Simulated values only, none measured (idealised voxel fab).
process module | voxel self aligned contacts
cross-section cut | 260 nm wide | cells 5 nm
A cross-section is a grid of square cells, given in bands from the top down. A band is one or more rows of cells.
Each band's line starts with the height of the band's top and of its bottom, in nm. Then come its materials from left to right, each with its width in nm. One material with "throughout" fills the band from edge to edge. "air" is empty space.
Height 0 is the level under which the wafer as received is all one material. The lowest band goes on downwards, as in "0 down".
A width such as "30 to 40" changes by the same amount from each row of cells to the next, from the band's top row to its bottom row.
"no change" after a step means that no cell of the cross-section changed.
closed voids: empty space of 8 cells or more with no open way to the top, each as width x height at its distance from the left edge, in nm
after a step's settings: what the simulator itself notes on the step
overlay nm, on a step with a mask: how far to the right of its planned place the mask lay; to the left if negative
plan
1 op RECEIVE | material Si
2 op OXIDIZE | depth nm 5
3 op DIRECTIONAL_DEP | material polySi | thk nm 30
4 op DIRECTIONAL_DEP | material SiN | thk nm 15
5 op DIRECTIONAL_DEP | material aC | thk nm 10
6 op PATTERN | tone cover | mask id GATE | material resist | width nm 30 | pitch nm 55 | thk nm 30 | overlay nm 0
7 op DIRECTIONAL_ETCH | etch materials aC | depth nm 10
8 op STRIP | etch materials resist
9 op DIRECTIONAL_ETCH | etch materials SiN | depth nm 15
10 op DIRECTIONAL_ETCH | etch materials polySi | depth nm 30
11 op STRIP | etch materials aC
12 op CONFORMAL_DEP | material SiN | thk nm 5
13 op DIRECTIONAL_ETCH | etch materials SiN | depth nm 5
14 op FILL_DEP | material SiO2 | thk nm 15
15 op CMP | height nm 50
16 op MASKED_ETCH | tone open | mask id CONTACT | width nm 35 | etch materials SiO2 | depth nm 55 | overlay nm 0
17 op CONFORMAL_DEP | material TiN | thk nm 5
18 op FILL_DEP | material Ru | thk nm 5
19 op CMP | height nm 50
20 op CONFORMAL_DEP | material SiN | thk nm 5
as received, after step 1
  0 down: Si throughout
  closed voids: none
a wafer at the end: this start, this plan, one mistake
  55 to 50: SiN throughout
  50 to 40: SiO2 110 | TiN 5 to 10 | Ru 25 to 15 | TiN 5 to 10 | SiO2 115
  40 to 30: SiO2 85 | SiN 30 | TiN 5 | Ru 15 | TiN 5 | SiN 30 | SiO2 90
  30 to 0: SiO2 85 | polySi 30 | TiN 5 | Ru 15 | TiN 5 | polySi 30 | SiO2 90
  0 to -5: SiO2 115 | TiN 25 | SiO2 120
  -5 down: Si throughout
  closed voids: none
what went wrong: step 12 was left out
